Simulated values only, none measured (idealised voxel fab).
Title: Process Module voxel gate over fins
FYI the section here is cut, 250 nm wide, cells are 5 nm squares.
This document writes a cross-section as a grid whose cells are square, and gives it as bands, listed from the top down; one or more rows of cells form a band. A band entry consists of two parts. The first gives the height of the band's top and the height of its bottom, in nm. The rest lists the band's materials from left to right, each with its width in nm. A single material labelled with the word "full width" fills the band from edge to edge, and the word "blank" marks empty space. The reference from which all heights are counted is 0, the level beneath which the as-received wafer is entirely one material; the lowest band, having no lower bound, proceeds downward and is written after the example "0 and below". You'd read "30->40" like this: the band's top row of cells is as wide as the first number, its bottom row is as wide as the second, and going down, every row changes width by the same amount as the row before did. When a step is marked "no modification", none of the cells in the cross-section changed during that step. Look at "Cavities, sealed" for the closed voids: empty spaces with no open path to the top, sized 8 cells or up. Each is width x height at distance, distance from the left edge, all nm. On a step's line, text after the settings is the simulator commenting on that step. For masked steps, "overlay nm" on the step line gives how far right of plan the mask actually lay; a minus sign means it lay to the left.
# Planned process steps
| 1 | RECEIVE | material Si |
| 2 | CONFORMAL_DEP | material SiN | thk nm 5 |
| 3 | PATTERN | tone cover | mask id FINS | material resist | width nm 15 | pitch nm 35 | thk nm 15 | overlay nm 0 |
| 4 | DIRECTIONAL_ETCH | etch materials SiN | depth nm 5 |
| 5 | DIRECTIONAL_ETCH | etch materials Si | depth nm 40 |
| 6 | STRIP | etch materials resist |
| 7 | FILL_DEP | material SiO2 | thk nm 15 |
| 8 | CMP | height nm 5 |
| 9 | SELECTIVE_ETCH | etch materials SiO2 | depth nm 15 |
| 10 | STRIP | etch materials SiN |
| 11 | CONFORMAL_DEP | material HfO2 | thk nm 5 |
| 12 | CONFORMAL_DEP | material TiN | thk nm 5 |
| 13 | FILL_DEP | material W | thk nm 10 |
| 14 | CMP | height nm 15 |
| 15 | CONFORMAL_DEP | material SiCN | thk nm 5 |
# First wafer out of two, processed as planned
# Cross-section, incoming material, after step 1
  0 and below | Si full width
  Cavities, sealed: none
# Cross-section of the wafer after step 2
  5 down to 0 | SiN full width
  Heights below 0 show no change.
# Cross-section of the wafer after step 3
  20 down to 5 | blank 80  resist 15  blank 20  resist 15  blank 20  resist 15  blank 85
  Heights below 5 show no change.
# Cross-section of the wafer after step 4
  20 down to 5 | blank 80  resist 15  blank 20  resist 15  blank 20  resist 15  blank 85
  5 down to 0 | blank 80  SiN 15  blank 20  SiN 15  blank 20  SiN 15  blank 85
  Heights below 0 show no change.
# Cross-section of the wafer after step 5
  20 down to 5 | blank 80  resist 15  blank 20  resist 15  blank 20  resist 15  blank 85
  5 down to 0 | blank 80  SiN 15  blank 20  SiN 15  blank 20  SiN 15  blank 85
  0 down to -40 | blank 80  Si 15  blank 20  Si 15  blank 20  Si 15  blank 85
  Heights below -40 show no change.
# Cross-section of the wafer after step 6
  5 down to 0 | blank 80  SiN 15  blank 20  SiN 15  blank 20  SiN 15  blank 85
  Heights below 0 show no change.
# Cross-section of the wafer after step 7
  20 down to 5 | SiO2 full width
  5 down to 0 | SiO2 80  SiN 15  SiO2 20  SiN 15  SiO2 20  SiN 15  SiO2 85
  0 down to -40 | SiO2 80  Si 15  SiO2 20  Si 15  SiO2 20  Si 15  SiO2 85
  Heights below -40 show no change.
# Cross-section of the wafer after step 8
  5 down to 0 | SiO2 80  SiN 15  SiO2 20  SiN 15  SiO2 20  SiN 15  SiO2 85
  Heights below 0 show no change.
# Cross-section of the wafer after step 9
  5 down to 0 | blank 80  SiN 15  blank 20  SiN 15  blank 20  SiN 15  blank 85
  0 down to -10 | blank 80  Si 15  blank 20  Si 15  blank 20  Si 15  blank 85
  Heights below -10 show no change.
# Cross-section of the wafer after step 10
  0 down to -10 | blank 80  Si 15  blank 20  Si 15  blank 20  Si 15  blank 85
  Heights below -10 show no change.
# Cross-section of the wafer after step 11
  5 down to 0 | blank 75  HfO2 25  blank 10  HfO2 25  blank 10  HfO2 25  blank 80
  0 down to -5 | blank 75  HfO2 5  Si 15  HfO2 5  blank 10  HfO2 5  Si 15  HfO2 5  blank 10  HfO2 5  Si 15  HfO2 5  blank 80
  -5 down to -10 | HfO2 80  Si 15  HfO2 20  Si 15  HfO2 20  Si 15  HfO2 85
  Heights below -10 show no change.
# Cross-section of the wafer after step 12
  10 down to 5 | blank 70  TiN 105  blank 75
  5 down to 0 | blank 70  TiN 5  HfO2 25  TiN 10  HfO2 25  TiN 10  HfO2 25  TiN 5  blank 75
  0 down to -5 | TiN 75  HfO2 5  Si 15  HfO2 5  TiN 10  HfO2 5  Si 15  HfO2 5  TiN 10  HfO2 5  Si 15  HfO2 5  TiN 80
  Heights below -5 show no change.
# Cross-section of the wafer after step 13
  20 down to 10 | W full width
  10 down to 5 | W 70  TiN 105  W 75
  5 down to 0 | W 70  TiN 5  HfO2 25  TiN 10  HfO2 25  TiN 10  HfO2 25  TiN 5  W 75
  Heights below 0 show no change.
# Cross-section of the wafer after step 14
  15 down to 10 | W full width
  Heights below 10 show no change.
# Cross-section of the wafer after step 15
  20 down to 15 | SiCN full width
  Heights below 15 show no change.
# Companion wafer, the second of two: same beginning, same intended sequence, one mistake in carrying it out; through step 8 inclusive it tracks the first exactly
# Second wafer cross-section, taken as of the time the plan sets for step 9 to be done
  5 down to 0 | SiO2 80  blank 15  SiO2 20  blank 15  SiO2 20  blank 15  SiO2 85
  Heights below 0 show no change.
# Second wafer cross-section, taken as of the time the plan sets for step 10 to be done
  0 down to -10 | blank 80  Si 15  blank 20  Si 15  blank 20  Si 15  blank 85
  -10 down to -15 | SiO2 65  blank 15  Si 15  blank 20  Si 15  blank 20  Si 15  blank 15  SiO2 70
  Heights below -15 show no change.
# Second wafer cross-section, taken as of the time the plan sets for step 11 to be done
  5 down to 0 | blank 75  HfO2 25  blank 10  HfO2 25  blank 10  HfO2 25  blank 80
  0 down to -5 | blank 75  HfO2 5  Si 15  HfO2 5  blank 10  HfO2 5  Si 15  HfO2 5  blank 10  HfO2 5  Si 15  HfO2 5  blank 80
  -5 down to -10 | HfO2 70  blank 5  HfO2 5  Si 15  HfO2 5  blank 10  HfO2 5  Si 15  HfO2 5  blank 10  HfO2 5  Si 15  HfO2 5  blank 5  HfO2 75
  -10 down to -15 | SiO2 65  HfO2 15  Si 15  HfO2 20  Si 15  HfO2 20  Si 15  HfO2 15  SiO2 70
  Heights below -15 show no change.
# Second wafer cross-section, taken as of the time the plan sets for step 12 to be done
  10 down to 5 | blank 70  TiN 105  blank 75
  5 down to 0 | blank 70  TiN 5  HfO2 25  TiN 10  HfO2 25  TiN 10  HfO2 25  TiN 5  blank 75
  0 down to -5 | TiN 75  HfO2 5  Si 15  HfO2 5  TiN 10  HfO2 5  Si 15  HfO2 5  TiN 10  HfO2 5  Si 15  HfO2 5  TiN 80
  -5 down to -10 | HfO2 70  TiN 5  HfO2 5  Si 15  HfO2 5  TiN 10  HfO2 5  Si 15  HfO2 5  TiN 10  HfO2 5  Si 15  HfO2 5  TiN 5  HfO2 75
  Heights below -10 show no change.
# Second wafer cross-section, taken as of the time the plan sets for step 13 to be done
  20 down to 10 | W full width
  10 down to 5 | W 70  TiN 105  W 75
  5 down to 0 | W 70  TiN 5  HfO2 25  TiN 10  HfO2 25  TiN 10  HfO2 25  TiN 5  W 75
  Heights below 0 show no change.
# Second wafer cross-section, taken as of the time the plan sets for step 14 to be done
  15 down to 10 | W full width
  Heights below 10 show no change.
# Second wafer cross-section, taken as of the time the plan sets for step 15 to be done
  20 down to 15 | SiCN full width
  Heights below 15 show no change.
What broke from the plan during processing? steps 9 and 10: order swapped relative to plan
Once processing is complete, comparing cell counts shows that the second wafer has more or fewer of certain materials than the first: +8 HfO2, -14 SiO2, +6 TiN
